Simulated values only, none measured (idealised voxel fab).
A process module follows: voxel gate over fins.
Square cells of 5 nm make up the cross-section cut, whose width is 240 nm.
Cross-section format: a grid of square cells, given as bands from top to bottom; each band is one or more rows of cells. This entry defines a band. It first specifies the height of the band's top and the height of its bottom in nm, and then specifies the band's materials from left to right, stating each material with its width in nm. The word "everywhere" identifies a single material that fills the band from edge to edge, while the word "empty" identifies empty space. Convention: height 0 is the level below which the wafer, as received, is all one material. The lowest band does not terminate at the bottom but continues downward, represented as "0 down". Note: "30 to 40" means the width goes from the first number (top row of the band) to the second number (bottom row) in equal steps per row of cells. The designation "changes: none", where it is given for a processing step, indicates that no cell of the cross-section was altered in the course of that step. So "Fully closed voids" is basically the list of trapped voids: any empty space of 8 cells or more that can't reach the top through an opening. They're written width x height at distance, the distance being from the left edge, and it's all nm. Note: text after step settings on the step line = simulator remark on that step. overlay nm: step with mask; distance mask lay right of planned place; negative value = left of planned place.

Set out below are the planned steps of the process:
1 RECEIVE [material Si]
2 CONFORMAL_DEP [material SiN] [thk nm 5]
3 DIRECTIONAL_DEP [material aC] [thk nm 10]
4 PATTERN [tone cover] [mask id FINS] [material resist] [width nm 15] [pitch nm 40] [thk nm 30] [overlay nm -15]
5 DIRECTIONAL_ETCH [etch materials aC] [depth nm 10]
6 STRIP [etch materials resist]
7 DIRECTIONAL_ETCH [etch materials SiN] [depth nm 5]
8 DIRECTIONAL_ETCH [etch materials Si] [depth nm 40]
9 STRIP [etch materials aC]
10 OXIDIZE [depth nm 5]
11 FILL_DEP [material SiO2] [thk nm 5]
12 CMP [height nm 5]
13 SELECTIVE_ETCH [etch materials SiO2] [depth nm 15]
14 STRIP [etch materials SiN]
15 CONFORMAL_DEP [material HfO2] [thk nm 5]
16 CONFORMAL_DEP [material TiN] [thk nm 5]
17 FILL_DEP [material W] [thk nm 15]
18 CMP [height nm 20]
19 CONFORMAL_DEP [material SiN] [thk nm 10]
The value of overlay nm given for step 4 in the plan refers to the first wafer; the wafers vary in this setting and are alike at the start.

As received, i.e. after step 1: cross-section through the first of several wafers:
  0 down: Si everywhere
  Fully closed voids: none

Depicted here is the first of several wafers in cross-section, at module completion following the last step, step 19:
  30 to 20: SiN everywhere
  20 to 10: W everywhere
  10 to 5: 50 W / 25 TiN / 15 W / 25 TiN / 15 W / 25 TiN / 85 W
  5 to 0: 50 W / 5 TiN / 15 HfO2 / 5 TiN / 15 W / 5 TiN / 15 HfO2 / 5 TiN / 15 W / 5 TiN / 15 HfO2 / 5 TiN / 85 W
  0 to -5: 55 TiN / 5 HfO2 / 5 Si / 5 HfO2 / 25 TiN / 5 HfO2 / 5 Si / 5 HfO2 / 25 TiN / 5 HfO2 / 5 Si / 5 HfO2 / 90 TiN
  -5 to -10: 60 HfO2 / 5 Si / 35 HfO2 / 5 Si / 35 HfO2 / 5 Si / 95 HfO2
  -10 to -45: 60 SiO2 / 5 Si / 35 SiO2 / 5 Si / 35 SiO2 / 5 Si / 95 SiO2
  -45 down: Si everywhere
  Fully closed voids: none

End of module, last wafer sectioned:
  30 to 20: SiN everywhere
  20 to 10: W everywhere
  10 to 5: 80 W / 25 TiN / 15 W / 25 TiN / 15 W / 25 TiN / 55 W
  5 to 0: 80 W / 5 TiN / 15 HfO2 / 5 TiN / 15 W / 5 TiN / 15 HfO2 / 5 TiN / 15 W / 5 TiN / 15 HfO2 / 5 TiN / 55 W
  0 to -5: 85 TiN / 5 HfO2 / 5 Si / 5 HfO2 / 25 TiN / 5 HfO2 / 5 Si / 5 HfO2 / 25 TiN / 5 HfO2 / 5 Si / 5 HfO2 / 60 TiN
  -5 to -10: 90 HfO2 / 5 Si / 35 HfO2 / 5 Si / 35 HfO2 / 5 Si / 65 HfO2
  -10 to -45: 90 SiO2 / 5 Si / 35 SiO2 / 5 Si / 35 SiO2 / 5 Si / 65 SiO2
  -45 down: Si everywhere
  Fully closed voids: none

Rows = wafers. At module end, each row lists per material the cells gained (+) or lost (-) since the wafer was received, then the closed voids:
overlay nm -15; +60 HfO2; -405 Si; +96 SiN; +315 SiO2; +60 TiN; +162 W; Fully closed voids: none
overlay nm -10; +60 HfO2; -405 Si; +96 SiN; +315 SiO2; +60 TiN; +162 W; Fully closed voids: none
overlay nm -5; +60 HfO2; -405 Si; +96 SiN; +315 SiO2; +60 TiN; +162 W; Fully closed voids: none
overlay nm 0; +60 HfO2; -405 Si; +96 SiN; +315 SiO2; +60 TiN; +162 W; Fully closed voids: none
overlay nm 5; +60 HfO2; -405 Si; +96 SiN; +315 SiO2; +60 TiN; +162 W; Fully closed voids: none
overlay nm 10; +60 HfO2; -405 Si; +96 SiN; +315 SiO2; +60 TiN; +162 W; Fully closed voids: none
overlay nm 15; +60 HfO2; -405 Si; +96 SiN; +315 SiO2; +60 TiN; +162 W; Fully closed voids: none
